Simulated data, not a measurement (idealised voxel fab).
Name of the process module below: voxel capacitor over wiring
It is cross-section cut that appears here, measuring 280 nm in width, its square cells being 5 nm in size.
How to read a cross-section here: the picture is a grid of square cells, written as bands going from the top down, and any band can span one or more rows of cells. Top, bottom (nm), then materials left to right with widths (nm); lone material tagged "everywhere" fills the whole band edge to edge; "empty" = empty space. It should be noted that heights are counted from 0, beneath which the wafer as supplied is of one material throughout, and that the lowest band possesses no lower boundary but continues downward, as written in "0..down". The width entry "30->40" should be interpreted row by row: the top row of cells in the band takes the first number, the bottom row takes the second number, and the change between adjacent rows is uniform throughout. The designation "no change occurred", where it is given for a processing step, indicates that no cell of the cross-section was altered in the course of that step. For the entry "closed voids", the listed items are empty spaces with no open way to the top whose size is 8 cells or more; each item follows the pattern width x height at distance, where distance is from the left edge and all three are in nm. Post-settings text on a step line: simulator's own remark regarding the step. Regarding "overlay nm": on a step with a mask, it is the distance the mask lay to the right of its planned place; a negative value places it to the left.
Intended process steps
1 op RECEIVE | material Si
2 op CONFORMAL_DEP | material SiO2 | thk nm 10
3 op CONFORMAL_DEP | material SiN | thk nm 5
4 op DIRECTIONAL_DEP | material lowk | thk nm 20
5 op DIRECTIONAL_DEP | material aC | thk nm 10
6 op PATTERN | tone open | mask id METAL_1 | material resist | width nm 30 | pitch nm 80 | thk nm 25 | overlay nm 0
7 op DIRECTIONAL_ETCH | etch materials aC | depth nm 10
8 op STRIP | etch materials resist
9 op DIRECTIONAL_ETCH | etch materials lowk | depth nm 20
10 op DIRECTIONAL_ETCH | etch materials SiN | depth nm 5
11 op STRIP | etch materials aC
12 op CONFORMAL_DEP | material TiN | thk nm 5
13 op FILL_DEP | material Ru | thk nm 10
14 op CMP | height nm 35
15 op EPI | material Ru | thk nm 5
16 op FILL_DEP | material SiCN | thk nm 5
17 op DIRECTIONAL_DEP | material SiO2 | thk nm 20
18 op PATTERN | tone open | mask id PLUG_1 | material resist | width nm 15 | thk nm 15 | overlay nm 0
19 op DIRECTIONAL_ETCH | etch materials SiO2 | depth nm 20
20 op DIRECTIONAL_ETCH | etch materials SiCN | depth nm 5
21 op STRIP | etch materials resist
22 op EPI | material Ru | thk nm 10
23 op EPI | material Ru | thk nm 10
24 op EPI | material Ru | thk nm 5
25 op DIRECTIONAL_DEP | material TiN | thk nm 5
26 op DIRECTIONAL_DEP | material Al2O3 | thk nm 5
27 op DIRECTIONAL_DEP | material TiN | thk nm 5
28 op MASKED_ETCH | tone cover | mask id UPPER_PLATE | width nm 55 | etch materials TiN | depth nm 5 | overlay nm 0
29 op MASKED_ETCH | tone cover | mask id UPPER_PLATE | width nm 55 | etch materials Al2O3 | depth nm 5 | overlay nm 0
30 op PATTERN | tone cover | mask id LOWER_PLATE | material resist | width nm 65 | thk nm 20 | overlay nm 0
31 op DIRECTIONAL_ETCH | etch materials TiN | depth nm 5
32 op STRIP | etch materials resist
33 op FILL_DEP | material SiO2 | thk nm 15
34 op CMP | height nm 90
35 op PATTERN | tone open | mask id PLUG_2 | material resist | width nm 15 | thk nm 20 | overlay nm 0
36 op DIRECTIONAL_ETCH | etch materials SiO2 | depth nm 10
37 op STRIP | etch materials resist
38 op CONFORMAL_DEP | material TiN | thk nm 5
39 op FILL_DEP | material W | thk nm 5
40 op CMP | height nm 90
41 op CONFORMAL_DEP | material SiN | thk nm 5
This is the cross-section of the wafer as we received it, i.e. after step 1
* 0..down  Si everywhere
* closed voids: none
Look at the cross-section after the module: the wafer started out the way shown above and the plan was the one shown above, yet one mistake was made along the way
* 95..90  SiN everywhere
* 90..85  110 of SiO2, 5 of TiN, 5 of W, 5 of TiN, 155 of SiO2
* 85..75  110->100 of SiO2, 15->55 of TiN, 155->125 of SiO2
* 75..70  100 of SiO2, 55 of Al2O3, 125 of SiO2
* 70..65  95 of SiO2, 65 of TiN, 120 of SiO2
* 65..45  100 of SiO2, 15 of Ru, 165 of SiO2
* 45..40  100 of SiCN, 15 of Ru, 165 of SiCN
* 40..35  80 of SiCN, 40 of Ru, 40 of SiCN, 40 of Ru, 80 of SiCN
* 35..20  85 of lowk, 5 of TiN, 20 of Ru, 5 of TiN, 50 of lowk, 5 of TiN, 20 of Ru, 5 of TiN, 85 of lowk
* 20..15  85 of lowk, 30 of TiN, 50 of lowk, 30 of TiN, 85 of lowk
* 15..5  SiO2 everywhere
* 5..0  SiN everywhere
* 0..down  Si everywhere
* closed voids: none
what went wrong: steps 2 and 3 traded places in the executed sequence
